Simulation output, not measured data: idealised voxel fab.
The document below concerns the process module designated voxel capacitor over wiring.
Cross-section cut spans 240 nm and uses square cells 5 nm in size.
How to read a cross-section here: the picture is a grid of square cells, written as bands going from the top down, and any band can span one or more rows of cells. Heads up on the band format: heights come first, top then bottom, in nm. After that it's the materials left to right, each with its width in nm. A single material flagged "full width" fills the whole band edge to edge, and "blank" means there's empty space there. Counting heights begins at 0, where everything beneath is, in the wafer as received, one material. The lowest band has no bottom; it goes on downwards, as "from 0 down" shows. The expression "30..40" gives the width at the extremes of the band, the first number at its top row of cells and the second at its bottom row, with the width changing by equal amounts from each row to the next in between. "nothing got changed" after a step means that no cell of the cross-section changed. Entry "Enclosed void listing". Content: empty spaces with no open connection to the top, size 8 cells or greater. Each: width x height at distance. Distance: from left edge. Unit: nm. What comes after the settings on a step's line is commentary from the simulator itself on that step. "overlay nm" denotes, for a step that has a mask, the displacement of the mask to the right of its planned place, with negative values corresponding to the left.
### Process steps - plan
| 1 | RECEIVE: material Si |
| 2 | CONFORMAL_DEP: material SiO2, thk nm 15 |
| 3 | DIRECTIONAL_DEP: material TiN, thk nm 5 |
| 4 | DIRECTIONAL_DEP: material W, thk nm 15 |
| 5 | MASKED_ETCH: tone cover, mask id METAL_1, width nm 30, pitch nm 90, etch materials W, depth nm 15, overlay nm 0 |
| 6 | MASKED_ETCH: tone cover, mask id METAL_1, width nm 30, pitch nm 90, etch materials TiN, depth nm 5, overlay nm 0 |
| 7 | FILL_DEP: material SiO2, thk nm 10 |
| 8 | CMP: height nm 35 |
| 9 | CONFORMAL_DEP: material SiCN, thk nm 5 |
| 10 | DIRECTIONAL_DEP: material lowk, thk nm 20 |
| 11 | PATTERN: tone open, mask id PLUG_1, material resist, width nm 15, thk nm 20, overlay nm 0 |
| 12 | DIRECTIONAL_ETCH: etch materials lowk, depth nm 20 |
| 13 | DIRECTIONAL_ETCH: etch materials SiCN, depth nm 5 |
| 14 | STRIP: etch materials resist |
| 15 | EPI: material Ru, thk nm 10 |
| 16 | EPI: material Ru, thk nm 10 |
| 17 | EPI: material Ru, thk nm 5 |
| 18 | DIRECTIONAL_DEP: material TiN, thk nm 5 |
| 19 | DIRECTIONAL_DEP: material SiN, thk nm 5 |
| 20 | DIRECTIONAL_DEP: material TiN, thk nm 10 |
| 21 | PATTERN: tone cover, mask id UPPER_PLATE, material resist, width nm 65, thk nm 15, overlay nm 0 |
| 22 | DIRECTIONAL_ETCH: etch materials TiN, depth nm 10 |
| 23 | DIRECTIONAL_ETCH: etch materials SiN, depth nm 5 |
| 24 | STRIP: etch materials resist |
| 25 | MASKED_ETCH: tone cover, mask id LOWER_PLATE, width nm 75, etch materials TiN, depth nm 5, overlay nm 0 |
| 26 | FILL_DEP: material SiO2, thk nm 15 |
| 27 | CMP: height nm 90 |
| 28 | DIRECTIONAL_DEP: material aC, thk nm 10 |
| 29 | PATTERN: tone open, mask id PLUG_2, material resist, width nm 15, thk nm 25, overlay nm 0 |
| 30 | DIRECTIONAL_ETCH: etch materials aC, depth nm 10 |
| 31 | STRIP: etch materials resist |
| 32 | DIRECTIONAL_ETCH: etch materials SiO2, depth nm 10 |
| 33 | STRIP: etch materials aC |
| 34 | CONFORMAL_DEP: material TiN, thk nm 5 |
| 35 | FILL_DEP: material Ru, thk nm 5 |
| 36 | CMP: height nm 90 |
| 37 | CONFORMAL_DEP: material SiN, thk nm 5 |
### Here's what the wafer looked like in cross-section when it arrived - that's after step 1
  from 0 down | Si full width
  Enclosed void listing: none
### What the wafer looks like in cross-section after this module, when it starts as shown above and follows the plan above but one mistake is made in running it
  from 95 to 90 | SiN full width
  from 90 to 85 | SiO2 85 nm, then TiN 5 nm, then Ru 5 nm, then TiN 5 nm, then SiO2 140 nm
  from 85 to 80 | SiO2 85 nm, then TiN 15 nm, then SiO2 140 nm
  from 80 to 70 | SiO2 90 nm, then TiN 50 nm, then SiO2 100 nm
  from 70 to 65 | SiO2 90 nm, then SiN 50 nm, then SiO2 100 nm
  from 65 to 60 | SiO2 70 nm, then TiN 5 nm, then SiO2 15 nm, then TiN 55 nm, then SiO2 95 nm
  from 60 to 55 | lowk 75 nm, then SiO2 15 nm, then lowk 150 nm
  from 55 to 45 | lowk 75 nm, then TiN 15 nm, then lowk 150 nm
  from 45 to 40 | lowk 75 nm, then SiN 15 nm, then lowk 150 nm
  from 40 to 35 | SiCN 75 nm, then TiN 15 nm, then SiCN 150 nm
  from 35 to 20 | W 60 nm, then SiO2 30 nm, then W 60 nm, then SiO2 30 nm, then W 60 nm
  from 20 to 15 | TiN full width
  from 15 to 0 | SiO2 full width
  from 0 down | Si full width
  Enclosed void listing: none
What went wrong in running the wafer? step 5, actual vs plan mismatch, actual run MASKED_ETCH: tone open, mask id METAL_1, width nm 30, pitch nm 90, etch materials W, depth nm 15, overlay nm 0
